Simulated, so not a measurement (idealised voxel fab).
process module | voxel lift off
cross-section cut | 290 nm wide | cells 5 nm
A cross-section is a grid of square cells, given in bands from the top down. A band is one or more rows of cells.
Each band's line starts with the height of the band's top and of its bottom, in nm. Then come its materials from left to right, each with its width in nm. One material with "throughout" fills the band from edge to edge. "air" is empty space.
Height 0 is the level under which the wafer as received is all one material. The lowest band goes on downwards, as in "0 down".
A width such as "30 to 40" changes by the same amount from each row of cells to the next, from the band's top row to its bottom row.
"no change" after a step means that no cell of the cross-section changed.
closed voids: empty space of 8 cells or more with no open way to the top, each as width x height at its distance from the left edge, in nm
after a step's settings: what the simulator itself notes on the step
overlay nm, on a step with a mask: how far to the right of its planned place the mask lay; to the left if negative
plan
1 op RECEIVE | material Si
2 op CONFORMAL_DEP | material SiO2 | thk nm 5
3 op PATTERN | tone open | mask id LINES | material resist | width nm 25 | pitch nm 40 | thk nm 25 | overlay nm 0
4 op DIRECTIONAL_DEP | material Ru | thk nm 10
5 op STRIP | etch materials resist
6 op CONFORMAL_DEP | material SiCN | thk nm 10
as received, after step 1
  0 down: Si throughout
  closed voids: none
a wafer at the end: this start, this plan, one mistake
  25 to 15: air 100 | SiCN 85 | air 105
  15 to 5: SiCN 110 | Ru 25 | SiCN 15 | Ru 25 | SiCN 115
  5 to 0: Ru throughout
  0 down: Si throughout
  closed voids: none
what went wrong: step 2 ran as: op CONFORMAL_DEP | material Ru | thk nm 5
